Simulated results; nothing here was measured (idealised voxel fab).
Process module in this document: voxel double patterning
We display cut, a cross-section 155 nm in width whose square cells are each 5 nm.
Think of the cross-section as a grid of square cells. We describe it in bands, top to bottom, and each band covers one or more rows of those cells.
It is stipulated that each band's entry specify, in nanometres, the height of the top of the band and then that of its bottom, followed by the materials of the band in left-to-right sequence, each together with its width in nanometres. A single material marked by the word "full width" is understood to fill the band from edge to edge; the word "empty" is understood to denote empty space.
Zero point of the height axis is 0; under it, received wafer = one material. Lowest band: continues down indefinitely, "top 0, no bottom".
Top row gets the first number, bottom row gets the second, and each row in between changes by the same step: that is how a band width like "30->40" works.
Basically "remained unchanged" means that step didn't change any cell in the cross-section.
The list in "Closed void catalog" covers empty spaces of 8 cells or more that cannot reach the top through any open way, and it gives each as width x height at distance; the distance is from the left edge, and width, height and distance are in nm.
What comes after the settings on a step's line is commentary from the simulator itself on that step.
overlay nm: right-of-plan distance of the mask on a masked step; negative values mean left-of-plan.

Here's what the planned process steps look like
1 RECEIVE (material Si)
2 CONFORMAL_DEP (material SiO2; thk nm 5)
3 DIRECTIONAL_DEP (material polySi; thk nm 10)
4 DIRECTIONAL_DEP (material SiN; thk nm 10)
5 MASKED_ETCH (tone open; mask id FIRST; width nm 15; pitch nm 50; etch materials SiN; depth nm 10; overlay nm 0)
6 PATTERN (tone open; mask id SECOND; material resist; width nm 15; pitch nm 50; thk nm 15; overlay nm 0)
7 DIRECTIONAL_ETCH (etch materials SiN; depth nm 10)
8 STRIP (etch materials resist)
9 DIRECTIONAL_ETCH (etch materials polySi; depth nm 10)
10 STRIP (etch materials SiN)

Shown in cross-section is the wafer as received, that is, as it stands after step 1
> top 0, no bottom = Si full width
> Closed void catalog: none

First of two wafers: cross-section at end of module, run per plan
> top 15, bottom 5 = polySi (20); empty (15); polySi (10); empty (15); polySi (10); empty (15); polySi (10); empty (15); polySi (10); empty (15); polySi (20)
> top 5, bottom 0 = SiO2 full width
> top 0, no bottom = Si full width
> Closed void catalog: none

Here is the second of the two wafers cut open at the end of the module - same start, same plan as the first one, but we made one mistake running it
> top 15, bottom 0 = SiO2 full width
> top 0, no bottom = Si full width
> Closed void catalog: none
Heads up, the wafer didn't run the way we planned it: step 3: run off-plan, actual operation and settings DIRECTIONAL_DEP (material SiO2; thk nm 10)
Cell-count delta at end, second wafer over first, by material: +62 SiO2; -32 polySi
